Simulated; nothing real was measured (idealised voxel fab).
process module | voxel air gaps
cross-section cut | 205 nm wide | cells 5 nm
A cross-section is a grid of square cells, given in bands from the top down. A band is one or more rows of cells.
Each band's line starts with the height of the band's top and of its bottom, in nm. Then come its materials from left to right, each with its width in nm. One material with "throughout" fills the band from edge to edge. "air" is empty space.
Height 0 is the level under which the wafer as received is all one material. The lowest band goes on downwards, as in "0 down".
A width such as "30 to 40" changes by the same amount from each row of cells to the next, from the band's top row to its bottom row.
"no change" after a step means that no cell of the cross-section changed.
closed voids: empty space of 8 cells or more with no open way to the top, each as width x height at its distance from the left edge, in nm
after a step's settings: what the simulator itself notes on the step
overlay nm, on a step with a mask: how far to the right of its planned place the mask lay; to the left if negative
plan
1 op RECEIVE | material Si
2 op CONFORMAL_DEP | material SiO2 | thk nm 5
3 op CONFORMAL_DEP | material SiN | thk nm 5
4 op DIRECTIONAL_DEP | material SiO2 | thk nm 35
5 op PATTERN | tone open | mask id LINES | material resist | width nm 25 | pitch nm 55 | thk nm 20 | overlay nm 0
6 op DIRECTIONAL_ETCH | etch materials SiO2 | depth nm 35
7 op STRIP | etch materials resist
8 op CONFORMAL_DEP | material TiN | thk nm 5
9 op FILL_DEP | material Ru | thk nm 5
10 op CMP | height nm 50
11 op EPI | material Ru | thk nm 10
12 op SELECTIVE_ETCH | etch materials SiO2 | depth nm 45
13 op CONFORMAL_DEP | material SiCN | thk nm 5
varied across the wafers: thk nm of step 2. The plan shows the first wafer's value. All wafers start alike
first wafer as received, after step 1
  0 down: Si throughout
  closed voids: none
each wafer at the end: cells of each material gained (+) or lost (-) since it was received, then its closed voids
thk nm 5 | +145 Ru | +41 SiCN | +41 SiN | +223 SiO2 | +83 TiN | closed voids: none
thk nm 10 | +108 Ru | +119 SiCN | +41 SiN | +82 SiO2 | +51 TiN | closed voids: 20 x 25 at 65; 20 x 25 at 120
thk nm 15 | +99 Ru | +113 SiCN | +41 SiN | +123 SiO2 | +45 TiN | closed voids: 20 x 20 at 65; 20 x 20 at 120
thk nm 20 | +90 Ru | +107 SiCN | +41 SiN | +164 SiO2 | +39 TiN | closed voids: 20 x 15 at 65; 20 x 15 at 120
thk nm 25 | +81 Ru | +101 SiCN | +41 SiN | +205 SiO2 | +33 TiN | closed voids: 20 x 10 at 65; 20 x 10 at 120
